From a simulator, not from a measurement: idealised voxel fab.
This section sets out a process module, namely voxel plated lines.
Pictured: cross-section cut, 225 nm wide, on a grid of 5 nm square cells.
Cross-section format: a grid of square cells, given as bands from top to bottom; each band is one or more rows of cells.
In this notation a band is specified by the heights of its top and bottom, in that order and in nm, after which its materials appear from left to right, each paired with its width in nm. The word "all across" attached to a single material means that material fills the band from edge to edge; the word "empty" stands for empty space.
It should be noted that heights are counted from 0, beneath which the wafer as supplied is of one material throughout, and that the lowest band possesses no lower boundary but continues downward, as written in "0 nm and below".
Read "30..40" as a graded width: first number on top, second number at the bottom, same change between each pair of neighbouring rows.
Reading "nothing got changed" for a step: not a cell of the cross-section changed in it.
Any empty space of 8 cells or more lacking an open way to the top shows up in "Fully enclosed voids" as width x height at distance, distance from the left edge, in nm.
It should be noted that, on the line of a given step, the content following the step's settings is a remark produced by the simulator itself with respect to that step.
"overlay nm" denotes, for a step that has a mask, the displacement of the mask to the right of its planned place, with negative values corresponding to the left.

[Steps planned for the process]
step 1: RECEIVE [material Si]
step 2: CONFORMAL_DEP [material Al2O3] [thk nm 5]
step 3: DIRECTIONAL_DEP [material TiN] [thk nm 5]
step 4: PATTERN [tone open] [mask id LINES] [material resist] [width nm 20] [pitch nm 35] [thk nm 40] [overlay nm 0]
step 5: EPI [material Ru] [thk nm 5]
step 6: EPI [material Ru] [thk nm 10]
step 7: EPI [material Ru] [thk nm 5]
step 8: STRIP [etch materials resist]
step 9: DIRECTIONAL_ETCH [etch materials TiN] [depth nm 5]
step 10: CONFORMAL_DEP [material SiN] [thk nm 5]
Split variable: thk nm, step 3. Plan value = first wafer. Wafers start alike.

[Received condition of the first of several wafers, sectioned: post-step 1]
0 nm and below | Si all across
Fully enclosed voids: none

[Each row below is a wafer at the end of the module, listing for every material the number of cells it has gained (+) or lost (-) since it was received, followed by its closed voids]
thk nm 5, +45 Al2O3, +64 Ru, +85 SiN, +16 TiN, Fully enclosed voids: none
thk nm 10, +45 Al2O3, +64 Ru, +85 SiN, +61 TiN, Fully enclosed voids: none
thk nm 15, +45 Al2O3, +64 Ru, +85 SiN, +106 TiN, Fully enclosed voids: none
thk nm 20, +45 Al2O3, +64 Ru, +85 SiN, +151 TiN, Fully enclosed voids: none
